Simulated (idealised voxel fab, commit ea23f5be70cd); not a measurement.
Process module name: voxel capacitor over wiring
cross-section cut | 255 nm wide | cells 5 nm
For the purposes of this document, a cross-section shall be understood as a grid of square cells, specified as bands listed in top-to-bottom order, each band consisting of one or more rows of cells. In this notation a band is specified by the heights of its top and bottom, in that order and in nm, after which its materials appear from left to right, each paired with its width in nm. The word "edge to edge" attached to a single material means that material fills the band from edge to edge; the word "empty" stands for empty space. Height is counted from the level 0, under which the received wafer is composed throughout of one material. The lowest of the bands is not closed at the bottom but continues downward, in the notation "0 and below". Note: "30 to 40" means the width goes from the first number (top row of the band) to the second number (bottom row) in equal steps per row of cells. Where a step carries "nothing got changed", the cross-section came out of it unchanged, cell for cell. Under "Sealed internal cavities" you'll find the enclosed gaps, the ones with no way out to the top, that are 8 cells or bigger; each reads width x height at distance, with distance counted from the left edge, everything in nm. On a step's line, text after the settings is the simulator commenting on that step. overlay nm: how far to the right of its planned place the mask lay on this masked step (negative: to the left).
## The planned process steps are enumerated hereunder
1: RECEIVE | material Si
2: CONFORMAL_DEP | material SiO2 | thk nm 15
3: DIRECTIONAL_DEP | material TiN | thk nm 5
4: DIRECTIONAL_DEP | material W | thk nm 20
5: MASKED_ETCH | tone cover | mask id METAL_1 | width nm 20 | pitch nm 85 | etch materials W | depth nm 20 | overlay nm 0
6: MASKED_ETCH | tone cover | mask id METAL_1 | width nm 20 | pitch nm 85 | etch materials TiN | depth nm 5 | overlay nm 0
7: FILL_DEP | material lowk | thk nm 5
8: CMP | height nm 40
9: CONFORMAL_DEP | material SiCN | thk nm 5
10: DIRECTIONAL_DEP | material lowk | thk nm 10
11: DIRECTIONAL_DEP | material aC | thk nm 10
12: PATTERN | tone open | mask id PLUG_1 | material resist | width nm 15 | thk nm 30 | overlay nm 0
13: DIRECTIONAL_ETCH | etch materials aC | depth nm 10
14: STRIP | etch materials resist
15: DIRECTIONAL_ETCH | etch materials lowk | depth nm 10
16: DIRECTIONAL_ETCH | etch materials SiCN | depth nm 5
17: STRIP | etch materials aC
18: EPI | material Ru | thk nm 10
19: EPI | material Ru | thk nm 5
20: DIRECTIONAL_DEP | material TiN | thk nm 10
21: DIRECTIONAL_DEP | material Al2O3 | thk nm 5
22: DIRECTIONAL_DEP | material TiN | thk nm 5
23: DIRECTIONAL_DEP | material aC | thk nm 10
24: PATTERN | tone cover | mask id UPPER_PLATE | material resist | width nm 70 | thk nm 25 | overlay nm 0
25: DIRECTIONAL_ETCH | etch materials aC | depth nm 10
26: STRIP | etch materials resist
27: DIRECTIONAL_ETCH | etch materials TiN | depth nm 5
28: DIRECTIONAL_ETCH | etch materials Al2O3 | depth nm 5
29: STRIP | etch materials aC
30: DIRECTIONAL_DEP | material aC | thk nm 15
31: PATTERN | tone cover | mask id LOWER_PLATE | material resist | width nm 80 | thk nm 35 | overlay nm 0
32: DIRECTIONAL_ETCH | etch materials aC | depth nm 15
33: STRIP | etch materials resist
34: DIRECTIONAL_ETCH | etch materials TiN | depth nm 10
35: STRIP | etch materials aC
36: FILL_DEP | material SiO2 | thk nm 15
37: CMP | height nm 85
38: MASKED_ETCH | tone open | mask id PLUG_2 | width nm 15 | etch materials SiO2 | depth nm 10 | overlay nm 0
39: CONFORMAL_DEP | material TiN | thk nm 5
40: FILL_DEP | material W | thk nm 5
41: CMP | height nm 85
42: CONFORMAL_DEP | material SiN | thk nm 5
## Cross-section of the incoming wafer, state after step 1
0 and below = Si edge to edge
Sealed internal cavities: none
## End-of-module XS, first of two wafers, run as planned
90 down to 85 = SiN edge to edge
85 down to 80 = 90 SiO2 / 5 TiN / 5 W / 5 TiN / 150 SiO2
80 down to 70 = 90 to 80 SiO2 / 15 to 70 TiN / 150 to 105 SiO2
70 down to 65 = 80 SiO2 / 70 Al2O3 / 105 SiO2
65 down to 55 = 75 SiO2 / 80 TiN / 100 SiO2
55 down to 45 = 80 lowk / 15 Ru / 160 lowk
45 down to 40 = 80 SiCN / 15 Ru / 160 SiCN
40 down to 20 = 75 lowk / 20 W / 65 lowk / 20 W / 75 lowk
20 down to 15 = 75 lowk / 20 TiN / 65 lowk / 20 TiN / 75 lowk
15 down to 0 = SiO2 edge to edge
0 and below = Si edge to edge
Sealed internal cavities: none
## Wafer two (of two), end-of-module cross-section: start = wafer one, plan = wafer one, one run mistake
90 down to 85 = SiN edge to edge
85 down to 80 = 90 SiO2 / 5 TiN / 5 W / 5 TiN / 150 SiO2
80 down to 70 = 90 to 80 SiO2 / 15 to 70 TiN / 150 to 105 SiO2
70 down to 65 = 80 SiO2 / 70 Al2O3 / 105 SiO2
65 down to 55 = 75 SiO2 / 80 TiN / 100 SiO2
55 down to 45 = 80 lowk / 15 Ru / 160 lowk
45 down to 40 = 80 SiCN / 15 Ru / 160 SiCN
40 down to 20 = 75 lowk / 20 W / 65 lowk / 20 W / 75 lowk
20 down to 15 = SiCN edge to edge
15 down to 0 = SiO2 edge to edge
0 and below = Si edge to edge
Sealed internal cavities: none
Deviation noted in wafer processing: step 3 was not run as planned; what actually ran was DIRECTIONAL_DEP | material SiCN | thk nm 5
Final comparison by cell count, materials where the second wafer has more or fewer than the first: +51 SiCN, -8 TiN, -43 lowk
